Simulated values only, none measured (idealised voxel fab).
process module | voxel released beams
cross-section cut | 245 nm wide | cells 5 nm
A cross-section is a grid of square cells, given in bands from the top down. A band is one or more rows of cells.
Each band's line starts with the height of the band's top and of its bottom, in nm. Then come its materials from left to right, each with its width in nm. One material with "throughout" fills the band from edge to edge. "air" is empty space.
Height 0 is the level under which the wafer as received is all one material. The lowest band goes on downwards, as in "0 down".
A width such as "30 to 40" changes by the same amount from each row of cells to the next, from the band's top row to its bottom row.
"no change" after a step means that no cell of the cross-section changed.
closed voids: empty space of 8 cells or more with no open way to the top, each as width x height at its distance from the left edge, in nm
after a step's settings: what the simulator itself notes on the step
overlay nm, on a step with a mask: how far to the right of its planned place the mask lay; to the left if negative
plan
1 op RECEIVE | material Si
2 op CONFORMAL_DEP | material Al2O3 | thk nm 10
3 op DIRECTIONAL_DEP | material SiO2 | thk nm 10
4 op DIRECTIONAL_DEP | material aC | thk nm 10
5 op PATTERN | tone open | mask id ANCHOR | material resist | width nm 35 | thk nm 25 | overlay nm 0
6 op DIRECTIONAL_ETCH | etch materials aC | depth nm 10
7 op STRIP | etch materials resist
8 op DIRECTIONAL_ETCH | etch materials SiO2 | depth nm 10
9 op STRIP | etch materials aC
10 op CONFORMAL_DEP | material W | thk nm 15
11 op DIRECTIONAL_DEP | material aC | thk nm 15
12 op PATTERN | tone cover | mask id BEAM | material resist | width nm 105 | thk nm 30 | overlay nm 0
13 op DIRECTIONAL_ETCH | etch materials aC | depth nm 15
14 op STRIP | etch materials resist
15 op DIRECTIONAL_ETCH | etch materials W | depth nm 15
16 op STRIP | etch materials aC
17 op STRIP | etch materials SiO2
as received, after step 1
  0 down: Si throughout
  closed voids: none
a wafer at the end: this start, this plan, one mistake
  35 to 25: air 55 | W 30 | air 5 | W 70 | air 85
  25 to 20: air 55 | W 105 | air 85
  20 to 10: air 70 | W 35 | air 140
  10 to 0: Al2O3 throughout
  0 down: Si throughout
  closed voids: none
what went wrong: step 12 ran as: op PATTERN | tone cover | mask id BEAM | material resist | width nm 105 | thk nm 30 | overlay nm -10
